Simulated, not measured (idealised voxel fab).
Process module under the name voxel ribs on slabs
Section cut is 290 nm wide and gridded with 5 nm square cells.
Cross-sections here: square-cell grids, written as top-down lists of bands, a band being one or more rows of cells. Heights first: top, then bottom, in nm. Then materials, left to right, each with a width in nm. "edge to edge" on a single material: fills the band edge to edge. "empty": empty space. Where do heights start? At 0: under that level the wafer as delivered is made of one material only. And the lowest band has no floor; it just carries on downward, as in "0 down". The two numbers in a width such as "30 to 40" mark its ends across the band: the first belongs to the top row of cells, the second to the bottom row, and from each row to the next the width moves by the same amount. "nothing changed" after a step means that no cell of the cross-section changed. Heads up: "Closed internal voids" only lists the empty pockets with no open path to the top that are 8 cells or more, and it writes them as width x height at distance, distance from the left edge, in nm. It should be noted that, on the line of a given step, the content following the step's settings is a remark produced by the simulator itself with respect to that step. overlay nm: on a step with a mask, how far right of its planned place the mask lay; negative means left.

-- These are the steps we planned for the process
1 RECEIVE | material Si
2 DIRECTIONAL_DEP | material SiO2 | thk nm 25
3 DIRECTIONAL_DEP | material SiN | thk nm 15
4 DIRECTIONAL_DEP | material aC | thk nm 15
5 PATTERN | tone cover | mask id RIB | material resist | width nm 25 | thk nm 30 | overlay nm 0
6 DIRECTIONAL_ETCH | etch materials aC | depth nm 15
7 STRIP | etch materials resist
8 DIRECTIONAL_ETCH | etch materials SiN | depth nm 10
9 STRIP | etch materials aC
10 DIRECTIONAL_DEP | material aC | thk nm 10
11 PATTERN | tone cover | mask id SLAB | material resist | width nm 85 | thk nm 25 | overlay nm -15
12 DIRECTIONAL_ETCH | etch materials aC | depth nm 10
13 STRIP | etch materials resist
14 DIRECTIONAL_ETCH | etch materials SiN | depth nm 5
15 STRIP | etch materials aC
16 FILL_DEP | material SiO2 | thk nm 15
17 CMP | height nm 50
18 DIRECTIONAL_DEP | material TiN | thk nm 10
19 DIRECTIONAL_DEP | material aC | thk nm 15
20 PATTERN | tone cover | mask id HEATER | material resist | width nm 35 | thk nm 30 | overlay nm 0
21 DIRECTIONAL_ETCH | etch materials aC | depth nm 15
22 STRIP | etch materials resist
23 DIRECTIONAL_ETCH | etch materials TiN | depth nm 10
24 STRIP | etch materials aC
25 CONFORMAL_DEP | material SiN | thk nm 10
Among the wafers covered here, the point of difference is the overlay nm at step 11; their starting state is shared, and the plan presents the value of the first wafer.

-- Step 1 complete: as-received cross-section of the first of several wafers
* 0 down = Si edge to edge
* Closed internal voids: none

-- First of several wafers: cross-section at the end of the module, after step 25, its last step
* 70 to 60 = empty 115, SiN 55, empty 120
* 60 to 50 = SiN 125, TiN 35, SiN 130
* 50 to 40 = SiO2 edge to edge
* 40 to 30 = SiO2 130, SiN 25, SiO2 135
* 30 to 25 = SiO2 85, SiN 85, SiO2 120
* 25 to 0 = SiO2 edge to edge
* 0 down = Si edge to edge
* Closed internal voids: none

-- Showing the last wafer in cross-section at the end of the module
* 70 to 60 = empty 115, SiN 55, empty 120
* 60 to 50 = SiN 125, TiN 35, SiN 130
* 50 to 40 = SiO2 edge to edge
* 40 to 30 = SiO2 130, SiN 25, SiO2 135
* 30 to 25 = SiO2 115, SiN 85, SiO2 90
* 25 to 0 = SiO2 edge to edge
* 0 down = Si edge to edge
* Closed internal voids: none

-- Below, a row for every wafer. Read it as the end-of-module picture: for each material the wafer shows its cells gained (+) or lost (-) since it was received, and then its closed voids
overlay nm -15; +151 SiN; +553 SiO2; +14 TiN; Closed internal voids: none
overlay nm -10; +151 SiN; +553 SiO2; +14 TiN; Closed internal voids: none
overlay nm -5; +151 SiN; +553 SiO2; +14 TiN; Closed internal voids: none
overlay nm 0; +151 SiN; +553 SiO2; +14 TiN; Closed internal voids: none
overlay nm 5; +151 SiN; +553 SiO2; +14 TiN; Closed internal voids: none
overlay nm 10; +151 SiN; +553 SiO2; +14 TiN; Closed internal voids: none
overlay nm 15; +151 SiN; +553 SiO2; +14 TiN; Closed internal voids: none
